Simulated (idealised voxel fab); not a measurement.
Documented hereafter: the process module known as voxel tone inversion.
Cross-sectional view cut (width: 290 nm; square cell size: 5 nm).
Cross-section layout: square cells on a grid; listed as bands, top to bottom; a band spans one or more cell rows.
The band entry comprises the height of the band's top followed by the height of its bottom, expressed in nm, and subsequently the band's materials from left to right, each stated together with its width in nm. Where a single material is marked with the word "everywhere", that material fills the band from edge to edge. The word "empty" represents empty space.
Counting heights begins at 0, where everything beneath is, in the wafer as received, one material. The lowest band has no bottom; it goes on downwards, as "0 nm and below" shows.
The expression "30->40" gives the width at the extremes of the band, the first number at its top row of cells and the second at its bottom row, with the width changing by equal amounts from each row to the next in between.
Where the words "nothing was modified" appear for a step, the cross-section shows no cell changed by that step; every cell remained as before.
Under "Cavities, sealed" you'll find the enclosed gaps, the ones with no way out to the top, that are 8 cells or bigger; each reads width x height at distance, with distance counted from the left edge, everything in nm.
Step line, after settings: the simulator's comment on this step.
overlay nm: mask offset rightward from planned place, masked step; negative means leftward offset.

Set out below are the planned steps of the process
- 1: RECEIVE [material Si]
- 2: CONFORMAL_DEP [material SiCN] [thk nm 5]
- 3: DIRECTIONAL_DEP [material polySi] [thk nm 15]
- 4: PATTERN [tone cover] [mask id POSTS] [material resist] [width nm 20] [pitch nm 45] [thk nm 25] [overlay nm 0]
- 5: DIRECTIONAL_ETCH [etch materials polySi] [depth nm 15]
- 6: STRIP [etch materials resist]
- 7: FILL_DEP [material SiO2] [thk nm 10]
- 8: CMP [height nm 20]
- 9: STRIP [etch materials polySi]

Wafer, first of two, run as planned

Shown in cross-section is the wafer as received, that is, as it stands after step 1
> 0 nm and below  Si everywhere
> Cavities, sealed: none

Step 2 complete: cross-section through the wafer
> 5 nm to 0 nm  SiCN everywhere
> Unchanged below 0.

Step 3 complete: cross-section through the wafer
> 20 nm to 5 nm  polySi everywhere
> Unchanged below 5.

Step 4 complete: cross-section through the wafer
> 45 nm to 20 nm  110 of empty; 20 of resist; 25 of empty; 20 of resist; 115 of empty
> Unchanged below 20.

Step 5 complete: cross-section through the wafer
> 45 nm to 20 nm  110 of empty; 20 of resist; 25 of empty; 20 of resist; 115 of empty
> 20 nm to 5 nm  110 of empty; 20 of polySi; 25 of empty; 20 of polySi; 115 of empty
> Unchanged below 5.

Step 6 complete: cross-section through the wafer
> 20 nm to 5 nm  110 of empty; 20 of polySi; 25 of empty; 20 of polySi; 115 of empty
> Unchanged below 5.

Step 7 complete: cross-section through the wafer
> 30 nm to 20 nm  SiO2 everywhere
> 20 nm to 5 nm  110 of SiO2; 20 of polySi; 25 of SiO2; 20 of polySi; 115 of SiO2
> Unchanged below 5.

Step 8 complete: cross-section through the wafer
> 20 nm to 5 nm  110 of SiO2; 20 of polySi; 25 of SiO2; 20 of polySi; 115 of SiO2
> Unchanged below 5.

Step 9 complete: cross-section through the wafer
> 20 nm to 5 nm  110 of SiO2; 20 of empty; 25 of SiO2; 20 of empty; 115 of SiO2
> Unchanged below 5.

Wafer two. Identical start, identical plan. One mistake in execution. Identical history through step 7

Planned end of step 8: second wafer, cross-section
> 10 nm to 5 nm  110 of SiO2; 20 of polySi; 25 of SiO2; 20 of polySi; 115 of SiO2
> Unchanged below 5.

Planned end of step 9: second wafer, cross-section
> 10 nm to 5 nm  110 of SiO2; 20 of empty; 25 of SiO2; 20 of empty; 115 of SiO2
> Unchanged below 5.
Want to know what went wrong? step 8 went in with a setting other than planned; the actual run was CMP [height nm 10]
Heads up, by the end the second wafer has more or fewer cells of some materials compared to the first: 100 fewer of SiO2
